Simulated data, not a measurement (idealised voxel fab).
voxel capacitor over wiring: a process module
The cross-section shown here is cut; it is 215 nm wide and divided into square cells measuring 5 nm on a side.
The cross-sections in this document take the form of a grid made of square cells. They are written out as bands, in order from top to bottom. Each band consists of one or more rows of cells. Top height, bottom height, nm. Materials left to right, width each, nm. Single material + "full width" = fills band edge to edge. "air" = empty. All heights in this document are referenced to 0, defined as the level beneath which the wafer, as received, consists entirely of one material. The lowest band is not bounded below; it extends indefinitely downward and is written in the form "0 nm and below". The two numbers in a width such as "30 to 40" mark its ends across the band: the first belongs to the top row of cells, the second to the bottom row, and from each row to the next the width moves by the same amount. For the purposes of this document, the phrase "no alteration" attached to a step denotes that no cell within the cross-section was modified by that step. Under "Entrapped void list" you'll find the enclosed gaps, the ones with no way out to the top, that are 8 cells or bigger; each reads width x height at distance, with distance counted from the left edge, everything in nm. Step line, after settings: the simulator's comment on this step. overlay nm: mask offset rightward from planned place, masked step; negative means leftward offset.

# Steps planned for the process
1,RECEIVE,material Si
2,CONFORMAL_DEP,material SiO2,thk nm 15
3,CONFORMAL_DEP,material SiCN,thk nm 5
4,DIRECTIONAL_DEP,material SiO2,thk nm 20
5,MASKED_ETCH,tone open,mask id METAL_1,width nm 30,pitch nm 80,etch materials SiO2,depth nm 20,overlay nm 0
6,MASKED_ETCH,tone open,mask id METAL_1,width nm 30,pitch nm 80,etch materials SiCN,depth nm 5,overlay nm 0
7,CONFORMAL_DEP,material TiN,thk nm 5
8,FILL_DEP,material Cu,thk nm 10
9,CMP,height nm 40
10,CONFORMAL_DEP,material SiCN,thk nm 5
11,DIRECTIONAL_DEP,material lowk,thk nm 15
12,MASKED_ETCH,tone open,mask id PLUG_1,width nm 15,etch materials lowk,depth nm 15,overlay nm 0
13,MASKED_ETCH,tone open,mask id PLUG_1,width nm 15,etch materials SiCN,depth nm 5,overlay nm 0
14,CONFORMAL_DEP,material TiN,thk nm 5
15,FILL_DEP,material W,thk nm 10
16,CMP,height nm 60
17,DIRECTIONAL_DEP,material TiN,thk nm 10
18,DIRECTIONAL_DEP,material HfO2,thk nm 5
19,DIRECTIONAL_DEP,material TiN,thk nm 5
20,MASKED_ETCH,tone cover,mask id UPPER_PLATE,width nm 55,etch materials TiN,depth nm 5,overlay nm 0
21,MASKED_ETCH,tone cover,mask id UPPER_PLATE,width nm 55,etch materials HfO2,depth nm 5,overlay nm 0
22,MASKED_ETCH,tone cover,mask id LOWER_PLATE,width nm 65,etch materials TiN,depth nm 10,overlay nm 0
23,FILL_DEP,material SiO2,thk nm 20
24,CMP,height nm 95
25,MASKED_ETCH,tone open,mask id PLUG_2,width nm 15,etch materials SiO2,depth nm 15,overlay nm 0
26,CONFORMAL_DEP,material TiN,thk nm 5
27,FILL_DEP,material Cu,thk nm 10
28,CMP,height nm 95
29,CONFORMAL_DEP,material SiCN,thk nm 5

# Cross-section of the wafer at receipt, which is the condition after step 1
0 nm and below | Si full width
Entrapped void list: none

# Cross-section, first of two wafers, end of module, run as planned
100 nm to 95 nm | SiCN full width
95 nm to 85 nm | SiO2: 75 / TiN: 5 / Cu: 5 / TiN: 5 / SiO2: 125
85 nm to 75 nm | SiO2: 75 to 65 / TiN: 15 to 55 / SiO2: 125 to 95
75 nm to 70 nm | SiO2: 65 / HfO2: 55 / SiO2: 95
70 nm to 60 nm | SiO2: 60 / TiN: 65 / SiO2: 90
60 nm to 45 nm | lowk: 65 / TiN: 5 / W: 5 / TiN: 5 / lowk: 135
45 nm to 40 nm | SiCN: 65 / TiN: 15 / SiCN: 135
40 nm to 20 nm | SiO2: 50 / TiN: 5 / Cu: 20 / TiN: 5 / SiO2: 50 / TiN: 5 / Cu: 20 / TiN: 5 / SiO2: 55
20 nm to 15 nm | SiCN: 50 / TiN: 30 / SiCN: 50 / TiN: 30 / SiCN: 55
15 nm to 0 nm | SiO2 full width
0 nm and below | Si full width
Entrapped void list: none

# Cross-section at end of module for the second wafer of two, which matched the first in starting point and plan and differed by one mistake in its processing
100 nm to 95 nm | SiCN full width
95 nm to 85 nm | SiO2: 75 / TiN: 5 / Cu: 5 / TiN: 5 / SiO2: 125
85 nm to 75 nm | SiO2: 75 to 65 / TiN: 15 to 55 / SiO2: 125 to 95
75 nm to 70 nm | SiO2: 65 / HfO2: 55 / SiO2: 95
70 nm to 60 nm | SiO2: 60 / TiN: 65 / SiO2: 90
60 nm to 45 nm | lowk: 65 / TiN: 5 / W: 5 / TiN: 5 / lowk: 135
45 nm to 40 nm | SiCN: 65 / TiN: 15 / SiCN: 135
40 nm to 35 nm | SiO2: 50 / TiN: 5 / Cu: 20 / TiN: 5 / SiO2: 50 / TiN: 5 / Cu: 20 / TiN: 5 / SiO2: 55
35 nm to 30 nm | SiCN: 50 / TiN: 30 / SiCN: 50 / TiN: 30 / SiCN: 55
30 nm to 0 nm | SiO2 full width
0 nm and below | Si full width
Entrapped void list: none
The plan and the run diverged here: step 2 was run twice
Heads up, by the end the second wafer has more or fewer cells of some materials compared to the first: Cu: 24 fewer, SiO2: 36 more, TiN: 12 fewer
